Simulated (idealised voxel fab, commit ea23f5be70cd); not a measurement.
This is a process module. Its name is voxel tone inversion.
Xsec cut, 260 nm wide, square cell size 5 nm.
In this document a cross-section is written as a grid of square cells. It is given as a series of bands, listed from the top down, and a band is one or more rows of cells. Heads up on the band format: heights come first, top then bottom, in nm. After that it's the materials left to right, each with its width in nm. A single material flagged "throughout" fills the whole band edge to edge, and "air" means there's empty space there. Where do heights start? At 0: under that level the wafer as delivered is made of one material only. And the lowest band has no floor; it just carries on downward, as in "0 down". The notation "30->40" denotes a width that varies across the rows of cells in the band, beginning at the first number in the top row, finishing at the second number in the bottom row, and changing by an identical amount from each row to the next. Take "remains unaltered" at face value: in the step it is given for, the cross-section changed in none of its cells. Look at "Closed-off voids" for the closed voids: empty spaces with no open path to the top, sized 8 cells or up. Each is width x height at distance, distance from the left edge, all nm. Step line, after settings: the simulator's comment on this step. Among the settings permitted on a step's line is "overlay nm"; applied to a step with a mask, it specifies the extent to which the mask lay to the right of its planned position, whereas a negative figure signifies a position to the left.

Intended process steps
- 1: RECEIVE: material Si
- 2: CONFORMAL_DEP: material SiCN, thk nm 5
- 3: DIRECTIONAL_DEP: material polySi, thk nm 20
- 4: PATTERN: tone cover, mask id POSTS, material resist, width nm 15, pitch nm 40, thk nm 25, overlay nm 0
- 5: DIRECTIONAL_ETCH: etch materials polySi, depth nm 20
- 6: STRIP: etch materials resist
- 7: FILL_DEP: material lowk, thk nm 10
- 8: CMP: height nm 25
- 9: STRIP: etch materials polySi
- 10: CONFORMAL_DEP: material TiN, thk nm 5
- 11: FILL_DEP: material W, thk nm 5
- 12: CMP: height nm 25
- 13: CONFORMAL_DEP: material SiN, thk nm 5
Be aware that, although all wafers share a common starting state, the width nm at step 4 differs among them, and the plan displays the first wafer's value.

Cross-section, first of several wafers, as delivered after step 1
	0 down  Si throughout
	Closed-off voids: none

End of the module, past its last step, step 13: how the first of several wafers looks in cross-section
	30 to 25  SiN throughout
	25 to 10  105 of lowk, 5 of TiN, 5 of W, 5 of TiN, 25 of lowk, 5 of TiN, 5 of W, 5 of TiN, 100 of lowk
	10 to 5  105 of lowk, 15 of TiN, 25 of lowk, 15 of TiN, 100 of lowk
	5 to 0  SiCN throughout
	0 down  Si throughout
	Closed-off voids: none

So this is the cross-section on the last wafer at the end of the module
	30 to 25  SiN throughout
	25 to 10  100 of lowk, 5 of TiN, 15 of W, 5 of TiN, 15 of lowk, 5 of TiN, 15 of W, 5 of TiN, 95 of lowk
	10 to 5  100 of lowk, 25 of TiN, 15 of lowk, 25 of TiN, 95 of lowk
	5 to 0  SiCN throughout
	0 down  Si throughout
	Closed-off voids: none

Below, a row for every wafer. Read it as the end-of-module picture: for each material the wafer shows its cells gained (+) or lost (-) since it was received, and then its closed voids
width nm 15, +52 SiCN, +52 SiN, +18 TiN, +6 W, +184 lowk, Closed-off voids: none
width nm 20, +52 SiCN, +52 SiN, +20 TiN, +12 W, +176 lowk, Closed-off voids: none
width nm 25, +52 SiCN, +52 SiN, +22 TiN, +18 W, +168 lowk, Closed-off voids: none
